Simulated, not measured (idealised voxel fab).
process module | voxel air gaps
cross-section cut | 280 nm wide | cells 5 nm
A cross-section is a grid of square cells, given in bands from the top down. A band is one or more rows of cells.
Each band's line starts with the height of the band's top and of its bottom, in nm. Then come its materials from left to right, each with its width in nm. One material with "throughout" fills the band from edge to edge. "air" is empty space.
Height 0 is the level under which the wafer as received is all one material. The lowest band goes on downwards, as in "0 down".
A width such as "30 to 40" changes by the same amount from each row of cells to the next, from the band's top row to its bottom row.
"no change" after a step means that no cell of the cross-section changed.
closed voids: empty space of 8 cells or more with no open way to the top, each as width x height at its distance from the left edge, in nm
after a step's settings: what the simulator itself notes on the step
overlay nm, on a step with a mask: how far to the right of its planned place the mask lay; to the left if negative
plan
1 op RECEIVE | material Si
2 op CONFORMAL_DEP | material SiO2 | thk nm 10
3 op CONFORMAL_DEP | material SiCN | thk nm 5
4 op DIRECTIONAL_DEP | material lowk | thk nm 40
5 op DIRECTIONAL_DEP | material aC | thk nm 15
6 op PATTERN | tone open | mask id LINES | material resist | width nm 25 | pitch nm 50 | thk nm 30 | overlay nm 0
7 op DIRECTIONAL_ETCH | etch materials aC | depth nm 15
8 op STRIP | etch materials resist
9 op DIRECTIONAL_ETCH | etch materials lowk | depth nm 40
10 op STRIP | etch materials aC
11 op CONFORMAL_DEP | material TiN | thk nm 5
12 op FILL_DEP | material Ru | thk nm 10
13 op CMP | height nm 55
14 op EPI | material Ru | thk nm 10
15 op SELECTIVE_ETCH | etch materials lowk | depth nm 50
16 op CONFORMAL_DEP | material SiCN | thk nm 5
as received, after step 1
  0 down: Si throughout
  closed voids: none
a wafer at the end: this start, this plan, one mistake
  80 to 75: air 50 | SiCN 175 | air 55
  75 to 55: air 50 | SiCN 5 | Ru 165 | SiCN 5 | air 55
  55 to 50: air 50 | SiCN 25 | TiN 5 | Ru 15 | TiN 5 | lowk 25 | TiN 5 | Ru 15 | TiN 5 | lowk 25 | TiN 5 | Ru 15 | TiN 5 | SiCN 25 | air 55
  50 to 20: air 70 | SiCN 5 | TiN 5 | Ru 15 | TiN 5 | lowk 25 | TiN 5 | Ru 15 | TiN 5 | lowk 25 | TiN 5 | Ru 15 | TiN 5 | SiCN 5 | air 75
  20 to 15: SiCN 75 | TiN 25 | lowk 25 | TiN 25 | lowk 25 | TiN 25 | SiCN 80
  15 to 10: SiCN throughout
  10 to 0: SiO2 throughout
  0 down: Si throughout
  closed voids: none
what went wrong: step 14 was run twice
